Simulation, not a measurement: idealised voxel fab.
This section sets out a process module, namely voxel trench capacitor.
260 nm wide, 5 nm square cells: that's cross-section cut.
We lay out every cross-section as a grid of square cells and spell it out in bands from the top down, where one band means one or more rows of cells.
Top height, bottom height, nm. Materials left to right, width each, nm. Single material + "all across" = fills band edge to edge. "blank" = empty.
Heights are reckoned from 0. Under this level, the received wafer is all of one material. The bottommost band is open-ended downward, for example "0 down".
Note: "30 to 40" means the width goes from the first number (top row of the band) to the second number (bottom row) in equal steps per row of cells.
Where a step carries "no modifications", the cross-section came out of it unchanged, cell for cell.
Any empty space of 8 cells or more lacking an open way to the top shows up in "Voids, fully enclosed" as width x height at distance, distance from the left edge, in nm.
What comes after the settings on a step's line is commentary from the simulator itself on that step.
The optional step-line setting "overlay nm" applies to steps with a mask and quantifies how far to the right of its planned location the mask lay, a negative value indicating leftward placement.

Listed below are the process steps as planned
1) RECEIVE (material Si)
2) CONFORMAL_DEP (material SiN; thk nm 5)
3) MASKED_ETCH (tone open; mask id TRENCH; width nm 30; pitch nm 45; etch materials SiN; depth nm 5; overlay nm 0)
4) MASKED_ETCH (tone open; mask id TRENCH; width nm 30; pitch nm 45; etch materials Si; depth nm 40; overlay nm 0)
5) CONFORMAL_DEP (material Al2O3; thk nm 5)
6) CONFORMAL_DEP (material TiN; thk nm 5)
7) FILL_DEP (material W; thk nm 5)
8) CMP (height nm 5)

Shown in cross-section is the wafer as received, that is, as it stands after step 1
    0 down | Si all across
    Voids, fully enclosed: none

End-of-module XS, first of two wafers, run as planned
    5 to 0 | SiN 70 | Al2O3 5 | TiN 5 | W 10 | TiN 5 | Al2O3 5 | SiN 15 | Al2O3 5 | TiN 5 | W 10 | TiN 5 | Al2O3 5 | SiN 15 | Al2O3 5 | TiN 5 | W 10 | TiN 5 | Al2O3 5 | SiN 70
    0 to -30 | Si 70 | Al2O3 5 | TiN 5 | W 10 | TiN 5 | Al2O3 5 | Si 15 | Al2O3 5 | TiN 5 | W 10 | TiN 5 | Al2O3 5 | Si 15 | Al2O3 5 | TiN 5 | W 10 | TiN 5 | Al2O3 5 | Si 70
    -30 to -35 | Si 70 | Al2O3 5 | TiN 20 | Al2O3 5 | Si 15 | Al2O3 5 | TiN 20 | Al2O3 5 | Si 15 | Al2O3 5 | TiN 20 | Al2O3 5 | Si 70
    -35 to -40 | Si 70 | Al2O3 30 | Si 15 | Al2O3 30 | Si 15 | Al2O3 30 | Si 70
    -40 down | Si all across
    Voids, fully enclosed: none

Here's the second of our two wafers sectioned at module end. Same start as the first, same plan, but one mistake got made running it
    5 to 0 | SiN 70 | Al2O3 15 | TiN 10 | Al2O3 5 | SiN 15 | Al2O3 15 | TiN 10 | Al2O3 5 | SiN 15 | Al2O3 15 | TiN 10 | Al2O3 5 | SiN 70
    0 to -35 | Si 80 | Al2O3 5 | TiN 10 | Al2O3 5 | Si 25 | Al2O3 5 | TiN 10 | Al2O3 5 | Si 25 | Al2O3 5 | TiN 10 | Al2O3 5 | Si 70
    -35 to -40 | Si 80 | Al2O3 20 | Si 25 | Al2O3 20 | Si 25 | Al2O3 20 | Si 70
    -40 down | Si all across
    Voids, fully enclosed: none
Deviation noted in wafer processing: step 4 did not use the planned setting and instead ran as MASKED_ETCH (tone open; mask id TRENCH; width nm 30; pitch nm 45; etch materials Si; depth nm 40; overlay nm 10)
The final cell counts differ between the wafers, with the second having more or fewer of some materials than the first: 48 more of Si; 6 fewer of TiN; 42 fewer of W
